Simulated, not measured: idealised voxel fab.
Process module in this document: voxel gate over fins
Cross-sectional view cut (width: 225 nm; square cell size: 5 nm).
Cross-section format: a grid of square cells, given as bands from top to bottom; each band is one or more rows of cells. In this notation a band is specified by the heights of its top and bottom, in that order and in nm, after which its materials appear from left to right, each paired with its width in nm. The word "all across" attached to a single material means that material fills the band from edge to edge; the word "blank" stands for empty space. Zero point of the height axis is 0; under it, received wafer = one material. Lowest band: continues down indefinitely, "z 0 and below". Width: "30 to 40" (first number = top row, second number = bottom row, same change from row to row of cells). Reading "stayed the same" for a step: not a cell of the cross-section changed in it. "Enclosed void entries": empty spaces of 8 cells or more with no open way to the top, each given as width x height at distance, distance from the left edge, all in nm. Heads up: the bit after the settings on a step's line is the simulator's remark on that step. Among the settings permitted on a step's line is "overlay nm"; applied to a step with a mask, it specifies the extent to which the mask lay to the right of its planned position, whereas a negative figure signifies a position to the left.

HERE'S WHAT THE PLANNED PROCESS STEPS LOOK LIKE
1,RECEIVE,material Si
2,CONFORMAL_DEP,material SiN,thk nm 5
3,PATTERN,tone cover,mask id FINS,material resist,width nm 15,pitch nm 45,thk nm 15,overlay nm 0
4,DIRECTIONAL_ETCH,etch materials SiN,depth nm 5
5,DIRECTIONAL_ETCH,etch materials Si,depth nm 30
6,STRIP,etch materials resist
7,OXIDIZE,depth nm 5
8,FILL_DEP,material SiO2,thk nm 10
9,CMP,height nm 5
10,SELECTIVE_ETCH,etch materials SiO2,depth nm 20
11,STRIP,etch materials SiN
12,CONFORMAL_DEP,material HfO2,thk nm 5
13,CONFORMAL_DEP,material TiN,thk nm 5
14,CONFORMAL_DEP,material TiAl,thk nm 5
15,CONFORMAL_DEP,material TiN,thk nm 5
16,FILL_DEP,material W,thk nm 15
17,CMP,height nm 30
18,CONFORMAL_DEP,material SiCN,thk nm 5
Be aware that, although all wafers share a common starting state, the thk nm at step 18 differs among them, and the plan displays the first wafer's value.

FIRST OF SEVERAL WAFERS, RECEIVED AFTER STEP 1, IN CROSS-SECTION
    z 0 and below: Si all across
    Enclosed void entries: none

PER WAFER (ROW), END OF MODULE: DELTA IN CELLS PER MATERIAL SINCE RECEIPT, (+) FOR GAINED, (-) FOR LOST; CLOSED VOIDS AFTER THAT
thk nm 5; +69 HfO2; -287 Si; +45 SiCN; +164 SiO2; +69 TiAl; +138 TiN; +117 W; Enclosed void entries: none
thk nm 10; +69 HfO2; -287 Si; +90 SiCN; +164 SiO2; +69 TiAl; +138 TiN; +117 W; Enclosed void entries: none
thk nm 15; +69 HfO2; -287 Si; +135 SiCN; +164 SiO2; +69 TiAl; +138 TiN; +117 W; Enclosed void entries: none
thk nm 20; +69 HfO2; -287 Si; +180 SiCN; +164 SiO2; +69 TiAl; +138 TiN; +117 W; Enclosed void entries: none
